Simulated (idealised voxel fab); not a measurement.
Proc. module: voxel wiring stack
FYI the section here is cut, 200 nm wide, cells are 5 nm squares.
If you're reading a cross-section in this doc, picture square cells in a grid; it comes to you as bands, top ones listed first down to the bottom, and a band can be one or more rows of cells.
Top height, bottom height, nm. Materials left to right, width each, nm. Single material + "edge to edge" = fills band edge to edge. "empty" = empty.
Height reference: 0 = level under which incoming wafer is all one material. Lowest band: no bottom, runs on downward, e.g. "z 0 and below".
A two-number width, for instance "30->40", indicates that the width is equal to the first number in the top row of the band and to the second number in the bottom row, and that it changes by a constant amount per row of cells.
The cross-section has no changed cell in any step marked "nothing different".
Closed empty spaces (no open way to the top) of 8 cells or more are what "Encapsulated voids" lists, each as width x height at distance from the left edge, nm for all three.
Where a step's line continues beyond its settings, the continuation is a remark by the simulator itself on that step.
On any step carrying a mask, the "overlay nm" setting, if present on the step's line, tells how far right of its planned place the mask lay; negative values point to the left.

### These are the steps we planned for the process
step 1: RECEIVE (material Si)
step 2: CONFORMAL_DEP (material SiO2; thk nm 10)
step 3: DIRECTIONAL_DEP (material TiN; thk nm 5)
step 4: DIRECTIONAL_DEP (material W; thk nm 25)
step 5: DIRECTIONAL_DEP (material aC; thk nm 15)
step 6: PATTERN (tone cover; mask id METAL_1; material resist; width nm 20; pitch nm 40; thk nm 35; overlay nm 0)
step 7: DIRECTIONAL_ETCH (etch materials aC; depth nm 15)
step 8: STRIP (etch materials resist)
step 9: DIRECTIONAL_ETCH (etch materials W; depth nm 25)
step 10: DIRECTIONAL_ETCH (etch materials TiN; depth nm 5)
step 11: STRIP (etch materials aC)
step 12: FILL_DEP (material lowk; thk nm 5)
step 13: CMP (height nm 40)
step 14: CONFORMAL_DEP (material SiCN; thk nm 5)
step 15: DIRECTIONAL_DEP (material lowk; thk nm 10)
step 16: DIRECTIONAL_DEP (material aC; thk nm 15)
step 17: PATTERN (tone open; mask id PLUG_1; material resist; width nm 15; pitch nm 40; thk nm 35; overlay nm 0)
step 18: DIRECTIONAL_ETCH (etch materials aC; depth nm 15)
step 19: STRIP (etch materials resist)
step 20: DIRECTIONAL_ETCH (etch materials lowk; depth nm 10)
step 21: DIRECTIONAL_ETCH (etch materials SiCN; depth nm 5)
step 22: STRIP (etch materials aC)
step 23: EPI (material Ru; thk nm 10)
step 24: EPI (material Ru; thk nm 5)
step 25: CONFORMAL_DEP (material SiN; thk nm 5)
step 26: DIRECTIONAL_DEP (material SiO2; thk nm 15)
step 27: MASKED_ETCH (tone open; mask id METAL_2; width nm 20; pitch nm 40; etch materials SiO2; depth nm 15; overlay nm 0)
step 28: MASKED_ETCH (tone open; mask id METAL_2; width nm 20; pitch nm 40; etch materials SiN; depth nm 5; overlay nm 0)
step 29: CONFORMAL_DEP (material TiN; thk nm 5)
step 30: FILL_DEP (material W; thk nm 5)
step 31: CMP (height nm 75)
step 32: EPI (material Ru; thk nm 5)
step 33: FILL_DEP (material SiCN; thk nm 5)
step 34: DIRECTIONAL_DEP (material SiO2; thk nm 15)
step 35: DIRECTIONAL_DEP (material aC; thk nm 10)
step 36: PATTERN (tone open; mask id PLUG_2; material resist; width nm 15; pitch nm 40; thk nm 25; overlay nm 0)
step 37: DIRECTIONAL_ETCH (etch materials aC; depth nm 10)
step 38: STRIP (etch materials resist)
step 39: DIRECTIONAL_ETCH (etch materials SiO2; depth nm 15)
step 40: DIRECTIONAL_ETCH (etch materials SiCN; depth nm 5)
step 41: STRIP (etch materials aC)
step 42: EPI (material Ru; thk nm 10)
step 43: EPI (material Ru; thk nm 10)
step 44: DIRECTIONAL_DEP (material TiN; thk nm 5)
step 45: DIRECTIONAL_DEP (material W; thk nm 15)
step 46: MASKED_ETCH (tone cover; mask id METAL_3; width nm 20; pitch nm 40; etch materials W; depth nm 15; overlay nm 0)
step 47: MASKED_ETCH (tone cover; mask id METAL_3; width nm 20; pitch nm 40; etch materials TiN; depth nm 5; overlay nm 0)
step 48: FILL_DEP (material SiO2; thk nm 10)
step 49: CMP (height nm 120)
step 50: CONFORMAL_DEP (material SiN; thk nm 5)

### Cross-section: wafer on arrival = after step 1
  z 0 and below  Si edge to edge
  Encapsulated voids: none

### Final cross-section, module run with one mistake (start and plan as above)
  z 125 to 120  SiN edge to edge
  z 120 to 105  50 SiO2; 20 W; 20 SiO2; 20 W; 20 SiO2; 20 W; 50 SiO2
  z 105 to 100  50 SiO2; 20 TiN; 20 SiO2; 20 TiN; 20 SiO2; 20 TiN; 50 SiO2
  z 100 to 85  25 SiO2; 25 Ru; 15 SiO2; 25 Ru; 15 SiO2; 25 Ru; 15 SiO2; 30 Ru; 25 SiO2
  z 85 to 80  25 SiO2; 25 Ru; 15 SiCN; 25 Ru; 15 SiCN; 25 Ru; 15 SiCN; 30 Ru; 25 SiO2
  z 80 to 75  45 SiCN; 30 Ru; 10 SiCN; 30 Ru; 10 SiCN; 30 Ru; 45 SiCN
  z 75 to 60  50 SiO2; 5 TiN; 10 W; 5 TiN; 20 SiO2; 5 TiN; 10 W; 5 TiN; 20 SiO2; 5 TiN; 10 W; 5 TiN; 50 SiO2
  z 60 to 55  50 SiN; 20 TiN; 20 SiN; 20 TiN; 20 SiN; 20 TiN; 50 SiN
  z 55 to 45  50 lowk; 15 Ru; 25 lowk; 15 Ru; 25 lowk; 15 Ru; 55 lowk
  z 45 to 40  50 SiCN; 15 Ru; 25 SiCN; 15 Ru; 25 SiCN; 15 Ru; 55 SiCN
  z 40 to 15  50 lowk; 20 W; 20 lowk; 20 W; 20 lowk; 20 W; 50 lowk
  z 15 to 10  50 lowk; 20 TiN; 20 lowk; 20 TiN; 20 lowk; 20 TiN; 50 lowk
  z 10 to 0  SiO2 edge to edge
  z 0 and below  Si edge to edge
  Encapsulated voids: none
Want to know what went wrong? step 36 went in with a setting other than planned; the actual run was PATTERN (tone cover; mask id PLUG_2; material resist; width nm 15; pitch nm 40; thk nm 25; overlay nm 0)
